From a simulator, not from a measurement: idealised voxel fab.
You're looking at the process module voxel fin reveal.
Pictured: cross-section cut, 275 nm wide, on a grid of 5 nm square cells.
Cross-section spec: square-cell grid; bands listed top down; each band is one or more rows.
Band: top height; bottom height; in nm. Then, left to right: material with width in nm, for each material. "all across": a single material spanning edge to edge. "empty": empty space.
Heights are expressed relative to 0, this being the level below which the as-received wafer comprises one material exclusively. The lowest band is unbounded in the downward direction and is denoted as in "0 down".
When a width is written as two numbers, as in "30..40", the first number is the width in the top row of cells of the band and the second is the width in its bottom row, and the width changes by the same amount from each row to the next.
For the purposes of this document, the phrase "remains unaltered" attached to a step denotes that no cell within the cross-section was modified by that step.
What "Closed-off voids" gives you is every empty space of 8 cells or more that is cut off from the top. Each appears as width x height at distance, with the distance taken from the left edge and width, height and distance all in nm.
after a step's settings: what the simulator itself notes on the step
When a step includes a mask, the "overlay nm" setting on its line states how far to the right of its planned place that mask lay, and negative values state how far to the left.

THIS SECTION LISTS THE PROCESS STEPS THAT WERE PLANNED
1 RECEIVE,material Si
2 CONFORMAL_DEP,material SiN,thk nm 10
3 MASKED_ETCH,tone cover,mask id FINS,width nm 15,pitch nm 45,etch materials SiN,depth nm 10,overlay nm 0
4 MASKED_ETCH,tone cover,mask id FINS,width nm 15,pitch nm 45,etch materials Si,depth nm 35,overlay nm 0
5 OXIDIZE,depth nm 5
6 FILL_DEP,material SiO2,thk nm 15
7 CMP,height nm 10
8 SELECTIVE_ETCH,etch materials SiO2,depth nm 20
9 STRIP,etch materials SiN

SO, THE FIRST OF OUR TWO WAFERS, RUN JUST AS WE PLANNED IT

INCOMING WAFER IN CROSS-SECTION (STATE: AFTER STEP 1)
	0 down: Si all across
	Closed-off voids: none

CROSS-SECTION: WAFER STATE AFTER STEP 2
	10 to 0: SiN all across
	Under the height 0 nothing was changed.

CROSS-SECTION: WAFER STATE AFTER STEP 3
	10 to 0: empty 60  SiN 15  empty 30  SiN 15  empty 30  SiN 15  empty 30  SiN 15  empty 65
	Under the height 0 nothing was changed.

CROSS-SECTION: WAFER STATE AFTER STEP 4
	10 to 0: empty 60  SiN 15  empty 30  SiN 15  empty 30  SiN 15  empty 30  SiN 15  empty 65
	0 to -35: empty 60  Si 15  empty 30  Si 15  empty 30  Si 15  empty 30  Si 15  empty 65
	Under the height -35 nothing was changed.

CROSS-SECTION: WAFER STATE AFTER STEP 5
	10 to 0: empty 60  SiN 15  empty 30  SiN 15  empty 30  SiN 15  empty 30  SiN 15  empty 65
	0 to -35: empty 60  SiO2 5  Si 5  SiO2 5  empty 30  SiO2 5  Si 5  SiO2 5  empty 30  SiO2 5  Si 5  SiO2 5  empty 30  SiO2 5  Si 5  SiO2 5  empty 65
	-35 to -40: SiO2 65  Si 5  SiO2 40  Si 5  SiO2 40  Si 5  SiO2 40  Si 5  SiO2 70
	Under the height -40 nothing was changed.

CROSS-SECTION: WAFER STATE AFTER STEP 6
	25 to 10: SiO2 all across
	10 to 0: SiO2 60  SiN 15  SiO2 30  SiN 15  SiO2 30  SiN 15  SiO2 30  SiN 15  SiO2 65
	0 to -40: SiO2 65  Si 5  SiO2 40  Si 5  SiO2 40  Si 5  SiO2 40  Si 5  SiO2 70
	Under the height -40 nothing was changed.

CROSS-SECTION: WAFER STATE AFTER STEP 7
	10 to 0: SiO2 60  SiN 15  SiO2 30  SiN 15  SiO2 30  SiN 15  SiO2 30  SiN 15  SiO2 65
	Under the height 0 nothing was changed.

CROSS-SECTION: WAFER STATE AFTER STEP 8
	10 to 0: empty 60  SiN 15  empty 30  SiN 15  empty 30  SiN 15  empty 30  SiN 15  empty 65
	0 to -10: empty 65  Si 5  empty 40  Si 5  empty 40  Si 5  empty 40  Si 5  empty 70
	Under the height -10 nothing was changed.

CROSS-SECTION: WAFER STATE AFTER STEP 9
	0 to -10: empty 65  Si 5  empty 40  Si 5  empty 40  Si 5  empty 40  Si 5  empty 70
	Under the height -10 nothing was changed.

WAFER TWO. SAME START, SAME PLAN, ONE SLIP IN EXECUTION. SAME AS WAFER ONE THROUGH STEP 5, INCLUSIVE

SECOND WAFER AT THE PLANNED FINISH OF STEP 6, SEEN IN CROSS-SECTION
	25 to 0: SiN all across
	0 to -35: SiN 60  SiO2 5  Si 5  SiO2 5  SiN 30  SiO2 5  Si 5  SiO2 5  SiN 30  SiO2 5  Si 5  SiO2 5  SiN 30  SiO2 5  Si 5  SiO2 5  SiN 65
	Under the height -35 nothing was changed.

SECOND WAFER AT THE PLANNED FINISH OF STEP 7, SEEN IN CROSS-SECTION
	10 to 0: SiN all across
	Under the height 0 nothing was changed.

Second wafer at the planned finish of step 8, seen in cross-section: remains unaltered

SECOND WAFER AT THE PLANNED FINISH OF STEP 9, SEEN IN CROSS-SECTION
	0 to -35: empty 60  SiO2 5  Si 5  SiO2 5  empty 30  SiO2 5  Si 5  SiO2 5  empty 30  SiO2 5  Si 5  SiO2 5  empty 30  SiO2 5  Si 5  SiO2 5  empty 65
	Under the height -35 nothing was changed.
Misprocessing identified: step 6 ran as: FILL_DEP,material SiN,thk nm 15
It is noted that, at the conclusion of processing, the second wafer exhibits a higher or lower cell count for certain materials relative to the first: 199 fewer of SiO2
